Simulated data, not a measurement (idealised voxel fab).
process module | voxel air gaps
cross-section cut | 300 nm wide | cells 5 nm
A cross-section is a grid of square cells, given in bands from the top down. A band is one or more rows of cells.
Each band's line starts with the height of the band's top and of its bottom, in nm. Then come its materials from left to right, each with its width in nm. One material with "throughout" fills the band from edge to edge. "air" is empty space.
Height 0 is the level under which the wafer as received is all one material. The lowest band goes on downwards, as in "0 down".
A width such as "30 to 40" changes by the same amount from each row of cells to the next, from the band's top row to its bottom row.
"no change" after a step means that no cell of the cross-section changed.
closed voids: empty space of 8 cells or more with no open way to the top, each as width x height at its distance from the left edge, in nm
after a step's settings: what the simulator itself notes on the step
overlay nm, on a step with a mask: how far to the right of its planned place the mask lay; to the left if negative
plan
1 op RECEIVE | material Si
2 op CONFORMAL_DEP | material SiO2 | thk nm 15
3 op CONFORMAL_DEP | material SiN | thk nm 5
4 op DIRECTIONAL_DEP | material lowk | thk nm 30
5 op MASKED_ETCH | tone open | mask id LINES | width nm 25 | pitch nm 55 | etch materials lowk | depth nm 30 | overlay nm 0
6 op CONFORMAL_DEP | material TiN | thk nm 5
7 op FILL_DEP | material Ru | thk nm 5
8 op CMP | height nm 50
9 op EPI | material Ru | thk nm 10
10 op SELECTIVE_ETCH | etch materials lowk | depth nm 40
11 op CONFORMAL_DEP | material SiN | thk nm 5
first wafer, as planned
as received, after step 1
  0 down: Si throughout
  closed voids: none
after step 2
  15 to 0: SiO2 throughout
  below 0: unchanged
after step 3
  20 to 15: SiN throughout
  below 15: unchanged
after step 4
  50 to 20: lowk throughout
  below 20: unchanged
after step 5
  50 to 20: lowk 80 | air 25 | lowk 30 | air 25 | lowk 30 | air 25 | lowk 85
  below 20: unchanged
after step 6
  55 to 50: TiN 85 | air 15 | TiN 40 | air 15 | TiN 40 | air 15 | TiN 90
  50 to 25: lowk 80 | TiN 5 | air 15 | TiN 5 | lowk 30 | TiN 5 | air 15 | TiN 5 | lowk 30 | TiN 5 | air 15 | TiN 5 | lowk 85
  25 to 20: lowk 80 | TiN 25 | lowk 30 | TiN 25 | lowk 30 | TiN 25 | lowk 85
  below 20: unchanged
after step 7
  60 to 55: Ru throughout
  55 to 50: TiN 85 | Ru 15 | TiN 40 | Ru 15 | TiN 40 | Ru 15 | TiN 90
  50 to 25: lowk 80 | TiN 5 | Ru 15 | TiN 5 | lowk 30 | TiN 5 | Ru 15 | TiN 5 | lowk 30 | TiN 5 | Ru 15 | TiN 5 | lowk 85
  below 25: unchanged
after step 8
  50 to 25: lowk 80 | TiN 5 | Ru 15 | TiN 5 | lowk 30 | TiN 5 | Ru 15 | TiN 5 | lowk 30 | TiN 5 | Ru 15 | TiN 5 | lowk 85
  below 25: unchanged
after step 9
  60 to 50: air 70 | Ru 45 | air 10 | Ru 45 | air 10 | Ru 45 | air 75
  below 50: unchanged
after step 10
  60 to 50: air 70 | Ru 45 | air 10 | Ru 45 | air 10 | Ru 45 | air 75
  50 to 25: air 80 | TiN 5 | Ru 15 | TiN 5 | air 30 | TiN 5 | Ru 15 | TiN 5 | air 30 | TiN 5 | Ru 15 | TiN 5 | air 85
  25 to 20: air 80 | TiN 25 | air 30 | TiN 25 | air 30 | TiN 25 | air 85
  below 20: unchanged
after step 11
  65 to 60: air 65 | SiN 165 | air 70
  60 to 50: air 65 | SiN 5 | Ru 45 | SiN 10 | Ru 45 | SiN 10 | Ru 45 | SiN 5 | air 70
  50 to 45: air 65 | SiN 15 | TiN 5 | Ru 15 | TiN 5 | SiN 30 | TiN 5 | Ru 15 | TiN 5 | SiN 30 | TiN 5 | Ru 15 | TiN 5 | SiN 15 | air 70
  45 to 25: air 75 | SiN 5 | TiN 5 | Ru 15 | TiN 5 | SiN 5 | air 20 | SiN 5 | TiN 5 | Ru 15 | TiN 5 | SiN 5 | air 20 | SiN 5 | TiN 5 | Ru 15 | TiN 5 | SiN 5 | air 80
  25 to 20: SiN 80 | TiN 25 | SiN 30 | TiN 25 | SiN 30 | TiN 25 | SiN 85
  below 20: unchanged
  closed voids: 20 x 20 at 110; 20 x 20 at 165
second wafer: like start, like plan, one mistake. Through step 4 it matches the first wafer
when step 5 should have ended
  50 to 20: lowk 85 | air 25 | lowk 30 | air 25 | lowk 30 | air 25 | lowk 80
  below 20: unchanged
when step 6 should have ended
  55 to 50: TiN 90 | air 15 | TiN 40 | air 15 | TiN 40 | air 15 | TiN 85
  50 to 25: lowk 85 | TiN 5 | air 15 | TiN 5 | lowk 30 | TiN 5 | air 15 | TiN 5 | lowk 30 | TiN 5 | air 15 | TiN 5 | lowk 80
  25 to 20: lowk 85 | TiN 25 | lowk 30 | TiN 25 | lowk 30 | TiN 25 | lowk 80
  below 20: unchanged
when step 7 should have ended
  60 to 55: Ru throughout
  55 to 50: TiN 90 | Ru 15 | TiN 40 | Ru 15 | TiN 40 | Ru 15 | TiN 85
  50 to 25: lowk 85 | TiN 5 | Ru 15 | TiN 5 | lowk 30 | TiN 5 | Ru 15 | TiN 5 | lowk 30 | TiN 5 | Ru 15 | TiN 5 | lowk 80
  below 25: unchanged
when step 8 should have ended
  50 to 25: lowk 85 | TiN 5 | Ru 15 | TiN 5 | lowk 30 | TiN 5 | Ru 15 | TiN 5 | lowk 30 | TiN 5 | Ru 15 | TiN 5 | lowk 80
  below 25: unchanged
when step 9 should have ended
  60 to 50: air 75 | Ru 45 | air 10 | Ru 45 | air 10 | Ru 45 | air 70
  below 50: unchanged
when step 10 should have ended
  60 to 50: air 75 | Ru 45 | air 10 | Ru 45 | air 10 | Ru 45 | air 70
  50 to 25: air 85 | TiN 5 | Ru 15 | TiN 5 | air 30 | TiN 5 | Ru 15 | TiN 5 | air 30 | TiN 5 | Ru 15 | TiN 5 | air 80
  25 to 20: air 85 | TiN 25 | air 30 | TiN 25 | air 30 | TiN 25 | air 80
  below 20: unchanged
when step 11 should have ended
  65 to 60: air 70 | SiN 165 | air 65
  60 to 50: air 70 | SiN 5 | Ru 45 | SiN 10 | Ru 45 | SiN 10 | Ru 45 | SiN 5 | air 65
  50 to 45: air 70 | SiN 15 | TiN 5 | Ru 15 | TiN 5 | SiN 30 | TiN 5 | Ru 15 | TiN 5 | SiN 30 | TiN 5 | Ru 15 | TiN 5 | SiN 15 | air 65
  45 to 25: air 80 | SiN 5 | TiN 5 | Ru 15 | TiN 5 | SiN 5 | air 20 | SiN 5 | TiN 5 | Ru 15 | TiN 5 | SiN 5 | air 20 | SiN 5 | TiN 5 | Ru 15 | TiN 5 | SiN 5 | air 75
  25 to 20: SiN 85 | TiN 25 | SiN 30 | TiN 25 | SiN 30 | TiN 25 | SiN 80
  below 20: unchanged
  closed voids: 20 x 20 at 115; 20 x 20 at 170
what went wrong: step 5 ran as: op MASKED_ETCH | tone open | mask id LINES | width nm 25 | pitch nm 55 | etch materials lowk | depth nm 30 | overlay nm 5
at the end the second wafer has, in cells: as many of each material as the first, in other places
